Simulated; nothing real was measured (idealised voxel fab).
The following process module bears the name voxel ribs on slabs.
The width of the displayed cross-section, cut, is 265 nm; its cells are square, with a size of 5 nm.
Cross-section layout: square cells on a grid; listed as bands, top to bottom; a band spans one or more cell rows.
This entry defines a band. It first specifies the height of the band's top and the height of its bottom in nm, and then specifies the band's materials from left to right, stating each material with its width in nm. The word "full width" identifies a single material that fills the band from edge to edge, while the word "empty" identifies empty space.
Height is counted from the level 0, under which the received wafer is composed throughout of one material. The lowest of the bands is not closed at the bottom but continues downward, in the notation "0..down".
Top row gets the first number, bottom row gets the second, and each row in between changes by the same step: that is how a band width like "30->40" works.
For the purposes of this document, the phrase "nothing different" attached to a step denotes that no cell within the cross-section was modified by that step.
"Unvented voids": sealed empty spaces, 8 cells or more, no open way to top, listed width x height at distance, with distance from the left edge and width, height and distance in nm.
That trailing text on a step's line, after the settings, is the simulator's own remark on the step.
"overlay nm" answers the question of how far to the right of plan the mask lay on a step that has a mask, and when it is negative the answer is to the left.
THE FOLLOWING LIST GIVES THE PLANNED PROCESS STEPS
1. RECEIVE: material Si
2. DIRECTIONAL_DEP: material SiO2, thk nm 20
3. DIRECTIONAL_DEP: material polySi, thk nm 20
4. PATTERN: tone cover, mask id RIB, material resist, width nm 30, thk nm 15, overlay nm 0
5. DIRECTIONAL_ETCH: etch materials polySi, depth nm 5
6. STRIP: etch materials resist
7. PATTERN: tone cover, mask id SLAB, material resist, width nm 90, thk nm 20, overlay nm 0
8. DIRECTIONAL_ETCH: etch materials polySi, depth nm 15
9. STRIP: etch materials resist
10. FILL_DEP: material SiO2, thk nm 30
11. CMP: height nm 60
12. DIRECTIONAL_DEP: material TiN, thk nm 10
13. PATTERN: tone cover, mask id HEATER, material resist, width nm 40, thk nm 15, overlay nm 0
14. DIRECTIONAL_ETCH: etch materials TiN, depth nm 10
15. STRIP: etch materials resist
16. CONFORMAL_DEP: material SiN, thk nm 5
HERE'S WHAT THE WAFER LOOKED LIKE IN CROSS-SECTION WHEN IT ARRIVED - THAT'S AFTER STEP 1
	0..down | Si full width
	Unvented voids: none
FIRST OF TWO WAFERS: CROSS-SECTION AT END OF MODULE, RUN PER PLAN
	75..70 | 105 of empty / 50 of SiN / 110 of empty
	70..65 | 105 of empty / 5 of SiN / 40 of TiN / 5 of SiN / 110 of empty
	65..60 | 110 of SiN / 40 of TiN / 115 of SiN
	60..40 | SiO2 full width
	40..35 | 115 of SiO2 / 30 of polySi / 120 of SiO2
	35..20 | 85 of SiO2 / 90 of polySi / 90 of SiO2
	20..0 | SiO2 full width
	0..down | Si full width
	Unvented voids: none
SECOND WAFER OF THE TWO, SECTIONED AT THE END OF THE MODULE. IT BEGAN LIKE THE FIRST AND FOLLOWED THE SAME PLAN, BUT ONE MISTAKE WAS MADE WHILE RUNNING IT
	75..70 | 105 of empty / 50 of SiN / 110 of empty
	70..65 | 105 of empty / 5 of SiN / 40 of TiN / 5 of SiN / 110 of empty
	65..60 | 110 of SiN / 40 of TiN / 115 of SiN
	60..55 | 115 of SiO2 / 30 of polySi / 120 of SiO2
	55..40 | 85 of SiO2 / 90 of polySi / 90 of SiO2
	40..20 | polySi full width
	20..0 | SiO2 full width
	0..down | Si full width
	Unvented voids: none
Which mistake was made when the wafer was run? step 3 of the plan saw execution twice
Final difference in cells, second wafer against first, listed per material as more or fewer: -212 SiO2; +212 polySi
